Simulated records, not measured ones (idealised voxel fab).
The following is a process module called voxel released beams.
The width of the displayed cross-section, cut, is 210 nm; its cells are square, with a size of 5 nm.
For the purposes of this document, a cross-section shall be understood as a grid of square cells, specified as bands listed in top-to-bottom order, each band consisting of one or more rows of cells. Quick guide to a band line: top height, bottom height (nm) up front; then every material left to right with its width in nm. Only one material and it's marked "edge to edge"? Then it fills the band edge to edge. And "air" just means empty space. Ref level 0: as-received wafer is one material below here. Bottom band extends down with no lower bound ("0 down"). Note: "30..40" means the width goes from the first number (top row of the band) to the second number (bottom row) in equal steps per row of cells. Take "remained the same" at face value: in the step it is given for, the cross-section changed in none of its cells. Enclosed voids (no open way to top), threshold 8 cells or more, entry "Fully sealed cavities", notation width x height at distance, distance from left edge, nm. That trailing text on a step's line, after the settings, is the simulator's own remark on the step. "overlay nm" answers the question of how far to the right of plan the mask lay on a step that has a mask, and when it is negative the answer is to the left.

PROCESS STEPS - PLAN
1,RECEIVE (material Si)
2,CONFORMAL_DEP (material Al2O3; thk nm 5)
3,DIRECTIONAL_DEP (material SiO2; thk nm 20)
4,MASKED_ETCH (tone open; mask id ANCHOR; width nm 40; etch materials SiO2; depth nm 20; overlay nm 0)
5,CONFORMAL_DEP (material W; thk nm 15)
6,PATTERN (tone cover; mask id BEAM; material resist; width nm 105; thk nm 15; overlay nm 0)
7,DIRECTIONAL_ETCH (etch materials W; depth nm 15)
8,STRIP (etch materials resist)
9,STRIP (etch materials SiO2)

THIS IS THE CROSS-SECTION OF THE WAFER AS WE RECEIVED IT, I.E. AFTER STEP 1
    0 down: Si edge to edge
    Fully sealed cavities: none

LOOKING AT THE FIRST OF TWO WAFERS IN CROSS-SECTION AT END OF MODULE - RAN TO PLAN
    40 to 25: 50 air | 20 W | 10 air | 75 W | 55 air
    25 to 20: 55 air | 15 W | 10 air | 15 W | 115 air
    20 to 5: 55 air | 40 W | 115 air
    5 to 0: Al2O3 edge to edge
    0 down: Si edge to edge
    Fully sealed cavities: none

SAME START, SAME PLAN AS THE FIRST WAFER - BUT ONE MISTAKE IN THE RUN. CROSS-SECTION OF THE SECOND OF THE TWO AT THE END OF THE MODULE
    35 to 20: 50 air | 20 W | 10 air | 75 W | 55 air
    20 to 15: 55 air | 15 W | 10 air | 15 W | 115 air
    15 to 0: 55 air | 40 W | 115 air
    0 down: Si edge to edge
    Fully sealed cavities: none
Error vs. plan: plan step 2 never ran because it was skipped
Upon completion, the second wafer contains, in terms of cells, a greater or smaller amount of certain materials than the first wafer: 42 fewer of Al2O3
